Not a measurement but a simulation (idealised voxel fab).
Process module under the name voxel tone inversion
The cross-section on display is named cut; it measures 245 nm wide, and its cells are 5 nm squares.
Throughout this document, each cross-section is represented as a grid of square cells and is presented as a sequence of bands enumerated from the top downward, where a band comprises one or more rows of cells. Quick guide to a band line: top height, bottom height (nm) up front; then every material left to right with its width in nm. Only one material and it's marked "all across"? Then it fills the band edge to edge. And "empty" just means empty space. The reference from which all heights are counted is 0, the level beneath which the as-received wafer is entirely one material; the lowest band, having no lower bound, proceeds downward and is written after the example "z 0 and below". Note: "30..40" means the width goes from the first number (top row of the band) to the second number (bottom row) in equal steps per row of cells. Step note "no alterations made" = no cross-section cell changed. The entry titled "Enclosed void list" provides the empty spaces that have no open way to the top, restricted to those of 8 cells or more. Each is presented as width x height at distance, the distance being measured from the left edge, with all three in nm. Post-settings text on a step line: simulator's own remark regarding the step. Regarding "overlay nm": on a step with a mask, it is the distance the mask lay to the right of its planned place; a negative value places it to the left.

### Planned step list for the process
1: RECEIVE (material Si)
2: CONFORMAL_DEP (material SiN; thk nm 5)
3: DIRECTIONAL_DEP (material polySi; thk nm 15)
4: PATTERN (tone cover; mask id POSTS; material resist; width nm 20; pitch nm 40; thk nm 20; overlay nm 0)
5: DIRECTIONAL_ETCH (etch materials polySi; depth nm 15)
6: STRIP (etch materials resist)
7: FILL_DEP (material SiO2; thk nm 5)
8: CMP (height nm 20)
9: STRIP (etch materials polySi)

### The first of the two wafers, which ran as planned

### Wafer as received: cross-section following step 1
    z 0 and below: Si all across
    Enclosed void list: none

### So this is the wafer cross-section right after step 2
    z 5 to 0: SiN all across
    No changes below 0.

### So this is the wafer cross-section right after step 3
    z 20 to 5: polySi all across
    No changes below 5.

### So this is the wafer cross-section right after step 4
    z 40 to 20: empty=50 | resist=20 | empty=20 | resist=20 | empty=20 | resist=20 | empty=20 | resist=20 | empty=55
    No changes below 20.

### So this is the wafer cross-section right after step 5
    z 40 to 20: empty=50 | resist=20 | empty=20 | resist=20 | empty=20 | resist=20 | empty=20 | resist=20 | empty=55
    z 20 to 5: empty=50 | polySi=20 | empty=20 | polySi=20 | empty=20 | polySi=20 | empty=20 | polySi=20 | empty=55
    No changes below 5.

### So this is the wafer cross-section right after step 6
    z 20 to 5: empty=50 | polySi=20 | empty=20 | polySi=20 | empty=20 | polySi=20 | empty=20 | polySi=20 | empty=55
    No changes below 5.

### So this is the wafer cross-section right after step 7
    z 25 to 20: SiO2 all across
    z 20 to 5: SiO2=50 | polySi=20 | SiO2=20 | polySi=20 | SiO2=20 | polySi=20 | SiO2=20 | polySi=20 | SiO2=55
    No changes below 5.

### So this is the wafer cross-section right after step 8
    z 20 to 5: SiO2=50 | polySi=20 | SiO2=20 | polySi=20 | SiO2=20 | polySi=20 | SiO2=20 | polySi=20 | SiO2=55
    No changes below 5.

### So this is the wafer cross-section right after step 9
    z 20 to 5: SiO2=50 | empty=20 | SiO2=20 | empty=20 | SiO2=20 | empty=20 | SiO2=20 | empty=20 | SiO2=55
    No changes below 5.

### What follows concerns the second wafer, which started out like the first and was meant to follow the very same plan; one mistake crept in when it was run, but everything up to and including step 1 is the same as for the first wafer

Cross-section of the second wafer at the time step 2 of the plan should have ended: no alterations made

### Cross-section of the second wafer at the time step 3 of the plan should have ended
    z 15 to 0: polySi all across
    No changes below 0.

### Cross-section of the second wafer at the time step 4 of the plan should have ended
    z 35 to 15: empty=50 | resist=20 | empty=20 | resist=20 | empty=20 | resist=20 | empty=20 | resist=20 | empty=55
    No changes below 15.

### Cross-section of the second wafer at the time step 5 of the plan should have ended
    z 35 to 15: empty=50 | resist=20 | empty=20 | resist=20 | empty=20 | resist=20 | empty=20 | resist=20 | empty=55
    z 15 to 0: empty=50 | polySi=20 | empty=20 | polySi=20 | empty=20 | polySi=20 | empty=20 | polySi=20 | empty=55
    No changes below 0.

### Cross-section of the second wafer at the time step 6 of the plan should have ended
    z 15 to 0: empty=50 | polySi=20 | empty=20 | polySi=20 | empty=20 | polySi=20 | empty=20 | polySi=20 | empty=55
    No changes below 0.

### Cross-section of the second wafer at the time step 7 of the plan should have ended
    z 20 to 15: SiO2 all across
    z 15 to 0: SiO2=50 | polySi=20 | SiO2=20 | polySi=20 | SiO2=20 | polySi=20 | SiO2=20 | polySi=20 | SiO2=55
    No changes below 0.

Cross-section of the second wafer at the time step 8 of the plan should have ended: no alterations made

Cross-section of the second wafer at the time step 9 of the plan should have ended: no alterations made
It is concluded that the wafer was processed incorrectly with respect to the plan, in that execution of step 2 of the plan did not take place, the step having been omitted
FYI, end of process, the second wafer has more or fewer cells of some materials than the first: -49 SiN | +49 SiO2 | +48 polySi
